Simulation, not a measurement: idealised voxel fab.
Process module heading - voxel wiring stack
Cross-sectional view cut (width: 190 nm; square cell size: 5 nm).
Bands, listed from the top down, are how a cross-section gets written in this document; the cross-section itself is a grid of square cells, and a band is one or more rows of them. Band entry format. Leading values: height of top, height of bottom, nm. Remainder: materials in left-to-right order, each with its width in nm. Special words: "full width" on a single material, which then fills the band edge to edge; "air", empty space. Heights are reckoned from 0. Under this level, the received wafer is all of one material. The bottommost band is open-ended downward, for example "0 -> down". A width such as "30..40" changes by the same amount from each row of cells to the next, from the band's top row to its bottom row. Step note "remained unchanged" = no cross-section cell changed. Empty spaces without an open route to the top, at least 8 cells in extent, make up the entry "Enclosed cavity list"; each is given as width x height at distance, where the distance is measured from the left edge, and all are in nm. after a step's settings: what the simulator itself notes on the step. overlay nm: mask right of planned place by this much (step with mask). Neg. = left.

**Process steps foreseen in the plan**
- 1: op RECEIVE | material Si
- 2: op CONFORMAL_DEP | material SiO2 | thk nm 10
- 3: op CONFORMAL_DEP | material SiN | thk nm 5
- 4: op DIRECTIONAL_DEP | material lowk | thk nm 15
- 5: op DIRECTIONAL_DEP | material aC | thk nm 10
- 6: op PATTERN | tone open | mask id METAL_1 | material resist | width nm 25 | pitch nm 50 | thk nm 30 | overlay nm 0
- 7: op DIRECTIONAL_ETCH | etch materials aC | depth nm 10
- 8: op STRIP | etch materials resist
- 9: op DIRECTIONAL_ETCH | etch materials lowk | depth nm 15
- 10: op DIRECTIONAL_ETCH | etch materials SiN | depth nm 5
- 11: op STRIP | etch materials aC
- 12: op CONFORMAL_DEP | material TiN | thk nm 5
- 13: op FILL_DEP | material Cu | thk nm 5
- 14: op CMP | height nm 30
- 15: op EPI | material Ru | thk nm 5
- 16: op FILL_DEP | material SiCN | thk nm 5
- 17: op DIRECTIONAL_DEP | material SiO2 | thk nm 25
- 18: op DIRECTIONAL_DEP | material aC | thk nm 15
- 19: op PATTERN | tone open | mask id METAL_2 | material resist | width nm 25 | pitch nm 50 | thk nm 30 | overlay nm 0
- 20: op DIRECTIONAL_ETCH | etch materials aC | depth nm 15
- 21: op STRIP | etch materials resist
- 22: op DIRECTIONAL_ETCH | etch materials SiO2 | depth nm 15
- 23: op STRIP | etch materials aC
- 24: op MASKED_ETCH | tone open | mask id METAL_2_HOLES | width nm 15 | etch materials SiO2 | depth nm 10 | overlay nm 0
- 25: op MASKED_ETCH | tone open | mask id METAL_2_HOLES | width nm 15 | etch materials SiCN | depth nm 5 | overlay nm 0
- 26: op CONFORMAL_DEP | material TiN | thk nm 5
- 27: op FILL_DEP | material Cu | thk nm 5
- 28: op CMP | height nm 65
- 29: op CONFORMAL_DEP | material SiCN | thk nm 5

**Received-state cross-section, reflecting completion of step 1**
> 0 -> down: Si full width
> Enclosed cavity list: none

**Same starting wafer, same plan as above, one mistake in the execution; this is the cross-section at the end of the module**
> 70 -> 65: SiCN full width
> 65 -> 60: 55 of SiO2 | 5 of TiN | 5 of Cu | 5 of TiN | 120 of SiO2
> 60 -> 55: 55 of SiO2 | 15 of TiN | 120 of SiO2
> 55 -> 40: aC full width
> 40 -> 35: SiCN full width
> 35 -> 30: 50 of SiCN | 35 of Ru | 15 of SiCN | 35 of Ru | 55 of SiCN
> 30 -> 15: 55 of lowk | 5 of TiN | 15 of Cu | 5 of TiN | 25 of lowk | 5 of TiN | 15 of Cu | 5 of TiN | 60 of lowk
> 15 -> 10: 55 of SiN | 25 of TiN | 25 of SiN | 25 of TiN | 60 of SiN
> 10 -> 0: SiO2 full width
> 0 -> down: Si full width
> Enclosed cavity list: none
What was the processing mistake? note: step 17 <-> step 18, run order reversed vs plan
